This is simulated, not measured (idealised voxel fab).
The name of this process module is voxel ribs on slabs.
Pictured: cross-section cut, 285 nm wide, on a grid of 5 nm square cells.
Heads up, the way a cross-section reads in here is a grid of square cells, handed over as bands from the top down, with every band being one or more rows of cells. Within each band entry, the heights of the top and of the bottom of the band appear first, in that order and in nm; the materials of the band then follow from left to right, each with its corresponding width in nm. The designation "full width" on a single material indicates that it fills the band from edge to edge; the designation "air" indicates empty space. All heights in this document are referenced to 0, defined as the level beneath which the wafer, as received, consists entirely of one material. The lowest band is not bounded below; it extends indefinitely downward and is written in the form "0 and below". It should be noted that a width expressed as "30->40" varies in equal increments from row to row of cells within the band, taking the value of the first number at the top row and that of the second number at the bottom row. For the purposes of this document, the phrase "remains unaltered" attached to a step denotes that no cell within the cross-section was modified by that step. In "Non-vented voids" the enclosed voids are listed, meaning empty spaces of 8 cells or larger without any opening to the top. The form is width x height at distance, distance from the left edge, units nm. Past the settings on a step's line: simulator remark, on that step. "overlay nm", when on a step's line for a step with a mask, measures how far to the right of its planned place the mask lay; a negative measure means to the left.
Steps planned for the process:
1) RECEIVE,material Si
2) DIRECTIONAL_DEP,material SiO2,thk nm 20
3) DIRECTIONAL_DEP,material polySi,thk nm 15
4) PATTERN,tone cover,mask id RIB,material resist,width nm 20,thk nm 15,overlay nm 0
5) DIRECTIONAL_ETCH,etch materials polySi,depth nm 5
6) STRIP,etch materials resist
7) MASKED_ETCH,tone cover,mask id SLAB,width nm 60,etch materials polySi,depth nm 5,overlay nm 0
8) FILL_DEP,material SiO2,thk nm 20
9) CMP,height nm 50
10) DIRECTIONAL_DEP,material TiN,thk nm 5
11) PATTERN,tone cover,mask id HEATER,material resist,width nm 30,thk nm 20,overlay nm 0
12) DIRECTIONAL_ETCH,etch materials TiN,depth nm 5
13) STRIP,etch materials resist
14) CONFORMAL_DEP,material SiN,thk nm 10
What sets these wafers apart? The depth nm at step 7. They all start alike, and the plan carries the first wafer's value.
First of several wafers, received after step 1, in cross-section:
    0 and below = Si full width
    Non-vented voids: none
Gained (+) or lost (-) cells of each material since receipt, then closed voids: one row per wafer, at the end of the module:
depth nm 5, +118 SiN, +497 SiO2, +6 TiN, +73 polySi, Non-vented voids: none
depth nm 10, +118 SiN, +542 SiO2, +6 TiN, +28 polySi, Non-vented voids: none
depth nm 15, +118 SiN, +542 SiO2, +6 TiN, +28 polySi, Non-vented voids: none
depth nm 20, +118 SiN, +542 SiO2, +6 TiN, +28 polySi, Non-vented voids: none
depth nm 25, +118 SiN, +542 SiO2, +6 TiN, +28 polySi, Non-vented voids: none
